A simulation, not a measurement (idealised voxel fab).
Herein follows the process module entitled voxel gate over fins.
cross-section cut | 290 nm wide | cells 5 nm
Throughout this document, each cross-section is represented as a grid of square cells and is presented as a sequence of bands enumerated from the top downward, where a band comprises one or more rows of cells.
Per band: top height and bottom height in nm, followed by the left-to-right materials and their widths in nm; "throughout" marks a single material spanning edge to edge, "blank" marks empty space.
Below 0: as-received wafer, all one material; heights counted from there. Lowest band: no bottom, goes on down, written "z 0 and below".
Read "30 to 40" as a graded width: first number on top, second number at the bottom, same change between each pair of neighbouring rows.
Take "nothing different" at face value: in the step it is given for, the cross-section changed in none of its cells.
The entry titled "Voids, sealed" provides the empty spaces that have no open way to the top, restricted to those of 8 cells or more. Each is presented as width x height at distance, the distance being measured from the left edge, with all three in nm.
Past the settings on a step's line: simulator remark, on that step.
overlay nm, on a step with a mask: how far to the right of its planned place the mask lay; to the left if negative

The planned process steps are enumerated hereunder:
| 1 | RECEIVE with material Si |
| 2 | CONFORMAL_DEP with material SiN, thk nm 5 |
| 3 | DIRECTIONAL_DEP with material aC, thk nm 10 |
| 4 | PATTERN with tone cover, mask id FINS, material resist, width nm 15, pitch nm 55, thk nm 30, overlay nm 0 |
| 5 | DIRECTIONAL_ETCH with etch materials aC, depth nm 10 |
| 6 | STRIP with etch materials resist |
| 7 | DIRECTIONAL_ETCH with etch materials SiN, depth nm 5 |
| 8 | DIRECTIONAL_ETCH with etch materials Si, depth nm 35 |
| 9 | STRIP with etch materials aC |
| 10 | FILL_DEP with material SiO2, thk nm 15 |
| 11 | CMP with height nm 5 |
| 12 | DIRECTIONAL_DEP with material aC, thk nm 15 |
| 13 | PATTERN with tone open, mask id RAIL, material resist, width nm 15, thk nm 35, overlay nm 0 |
| 14 | DIRECTIONAL_ETCH with etch materials aC, depth nm 15 |
| 15 | STRIP with etch materials resist |
| 16 | DIRECTIONAL_ETCH with etch materials SiO2, depth nm 35 |
| 17 | STRIP with etch materials aC |
| 18 | CONFORMAL_DEP with material TiN, thk nm 5 |
| 19 | FILL_DEP with material Ru, thk nm 5 |
| 20 | CMP with height nm 5 |
| 21 | SELECTIVE_ETCH with etch materials W Ru TiN, depth nm 20 |
| 22 | FILL_DEP with material SiO2, thk nm 5 |
| 23 | CMP with height nm 5 |
| 24 | SELECTIVE_ETCH with etch materials SiO2, depth nm 15 |
| 25 | STRIP with etch materials SiN |
| 26 | CONFORMAL_DEP with material HfO2, thk nm 5 |
| 27 | CONFORMAL_DEP with material TiN, thk nm 5 |
| 28 | CONFORMAL_DEP with material TiAl, thk nm 5 |
| 29 | CONFORMAL_DEP with material TiN, thk nm 5 |
| 30 | FILL_DEP with material W, thk nm 15 |
| 31 | CMP with height nm 30 |
| 32 | CONFORMAL_DEP with material SiCN, thk nm 10 |

As received (post step 1): cross-section:
* z 0 and below: Si throughout
* Voids, sealed: none

Cross-section taken at module completion on the first of two wafers; processed per the plan:
* z 40 to 30: SiCN throughout
* z 30 to 20: W throughout
* z 20 to 15: W (90), TiN (110), W (90)
* z 15 to 10: W (90), TiN (5), TiAl (45), TiN (10), TiAl (45), TiN (5), W (90)
* z 10 to 5: TiN (95), TiAl (5), TiN (35), TiAl (5), TiN (10), TiAl (5), TiN (35), TiAl (5), TiN (95)
* z 5 to 0: TiAl (100), TiN (5), HfO2 (25), TiN (5), TiAl (20), TiN (5), HfO2 (25), TiN (5), TiAl (100)
* z 0 to -5: TiN (105), HfO2 (5), Si (15), HfO2 (5), TiN (30), HfO2 (5), Si (15), HfO2 (5), TiN (105)
* z -5 to -10: HfO2 (110), Si (15), HfO2 (40), Si (15), HfO2 (110)
* z -10 to -15: SiO2 (110), Si (15), SiO2 (40), Si (15), SiO2 (110)
* z -15 to -25: SiO2 (110), Si (15), SiO2 (10), TiN (5), Ru (5), TiN (5), SiO2 (15), Si (15), SiO2 (110)
* z -25 to -30: SiO2 (110), Si (15), SiO2 (10), TiN (15), SiO2 (15), Si (15), SiO2 (110)
* z -30 to -35: SiO2 (110), Si (15), SiO2 (40), Si (15), SiO2 (110)
* z -35 and below: Si throughout
* Voids, sealed: none

What the second wafer looks like in cross-section once the module is done. Its start and its plan matched the first wafer's exactly; what differed was one mistake in how it was run:
* z 40 to 30: SiCN throughout
* z 30 to 20: W throughout
* z 20 to 15: W (95), TiN (110), W (85)
* z 15 to 10: W (95), TiN (5), TiAl (45), TiN (10), TiAl (45), TiN (5), W (85)
* z 10 to 5: TiN (100), TiAl (5), TiN (35), TiAl (5), TiN (10), TiAl (5), TiN (35), TiAl (5), TiN (90)
* z 5 to 0: TiAl (105), TiN (5), HfO2 (25), TiN (5), TiAl (20), TiN (5), HfO2 (25), TiN (5), TiAl (95)
* z 0 to -5: TiN (110), HfO2 (5), Si (15), HfO2 (5), TiN (30), HfO2 (5), Si (15), HfO2 (5), TiN (100)
* z -5 to -10: HfO2 (115), Si (15), HfO2 (40), Si (15), HfO2 (105)
* z -10 to -15: SiO2 (115), Si (15), SiO2 (40), Si (15), SiO2 (105)
* z -15 to -25: SiO2 (115), Si (15), SiO2 (5), TiN (5), Ru (5), TiN (5), SiO2 (20), Si (15), SiO2 (105)
* z -25 to -30: SiO2 (115), Si (15), SiO2 (5), TiN (15), SiO2 (20), Si (15), SiO2 (105)
* z -30 to -35: SiO2 (115), Si (15), SiO2 (40), Si (15), SiO2 (105)
* z -35 and below: Si throughout
* Voids, sealed: none
What was the processing mistake? step 4 ran differently from the plan; actual operation with settings: PATTERN with tone cover, mask id FINS, material resist, width nm 15, pitch nm 55, thk nm 30, overlay nm 5
Same inventory, different map: at the end, the second wafer holds as many cells of each material as the first, placed elsewhere.
